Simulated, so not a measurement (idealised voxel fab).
This is a process module. Its name is voxel ribs on slabs.
cross-section cut | 155 nm wide | cells 5 nm
For the purposes of this document, a cross-section shall be understood as a grid of square cells, specified as bands listed in top-to-bottom order, each band consisting of one or more rows of cells. Read a band's entry like this: the first values are the height of its top and the height of its bottom in nm, and what follows is the sequence of materials from left to right, each with its width in nm. Note that "empty" is empty space, and that a single material marked "full width" reaches across the band from edge to edge. A quick word on heights: they are counted from 0, and under that level the wafer as it came to us is one material throughout. The lowest band is different from the rest in having no bottom; it simply continues downward, written as in "top 0, no bottom". When a width is written as two numbers, as in "30->40", the first number is the width in the top row of cells of the band and the second is the width in its bottom row, and the width changes by the same amount from each row to the next. When a step is marked "all unchanged", none of the cells in the cross-section changed during that step. Each empty space that has no open way to the top and spans at least 8 cells appears under "Enclosed void list" as width x height at distance, the distance counted from the left edge, all in nm. Anything after a step's settings on that line? It's the simulator's own note about the step. overlay nm: for a step with a mask, the amount by which the mask lay right of where it was planned; a negative amount means left of it.

This section lists the process steps that were planned:
1 RECEIVE [material Si]
2 DIRECTIONAL_DEP [material SiO2] [thk nm 25]
3 DIRECTIONAL_DEP [material SiN] [thk nm 25]
4 DIRECTIONAL_DEP [material aC] [thk nm 10]
5 PATTERN [tone cover] [mask id RIB] [material resist] [width nm 25] [thk nm 25] [overlay nm 0]
6 DIRECTIONAL_ETCH [etch materials aC] [depth nm 10]
7 STRIP [etch materials resist]
8 DIRECTIONAL_ETCH [etch materials SiN] [depth nm 5]
9 STRIP [etch materials aC]
10 PATTERN [tone cover] [mask id SLAB] [material resist] [width nm 65] [thk nm 15] [overlay nm 0]
11 DIRECTIONAL_ETCH [etch materials SiN] [depth nm 20]
12 STRIP [etch materials resist]
13 FILL_DEP [material SiO2] [thk nm 20]
14 CMP [height nm 65]
15 DIRECTIONAL_DEP [material TiN] [thk nm 10]
16 DIRECTIONAL_DEP [material aC] [thk nm 10]
17 PATTERN [tone cover] [mask id HEATER] [material resist] [width nm 35] [thk nm 25] [overlay nm 0]
18 DIRECTIONAL_ETCH [etch materials aC] [depth nm 10]
19 STRIP [etch materials resist]
20 DIRECTIONAL_ETCH [etch materials TiN] [depth nm 10]
21 STRIP [etch materials aC]
22 CONFORMAL_DEP [material SiO2] [thk nm 5]

As-received wafer cross-section (after step 1):
    top 0, no bottom: Si full width
    Enclosed void list: none

The plan above was carried out on the starting structure above with one mistake, and this cross-section shows the wafer at the end of the module:
    top 80, bottom 75: 55 of empty / 45 of SiO2 / 55 of empty
    top 75, bottom 70: 55 of empty / 5 of SiO2 / 35 of TiN / 5 of SiO2 / 55 of empty
    top 70, bottom 65: 60 of SiO2 / 35 of TiN / 60 of SiO2
    top 65, bottom 50: SiO2 full width
    top 50, bottom 35: 65 of SiO2 / 25 of SiN / 65 of SiO2
    top 35, bottom 25: 45 of SiO2 / 65 of SiN / 45 of SiO2
    top 25, bottom 0: SiO2 full width
    top 0, no bottom: Si full width
    Enclosed void list: none
What broke from the plan during processing? step 8 deviated from plan and actually ran as DIRECTIONAL_ETCH [etch materials SiN] [depth nm 15]
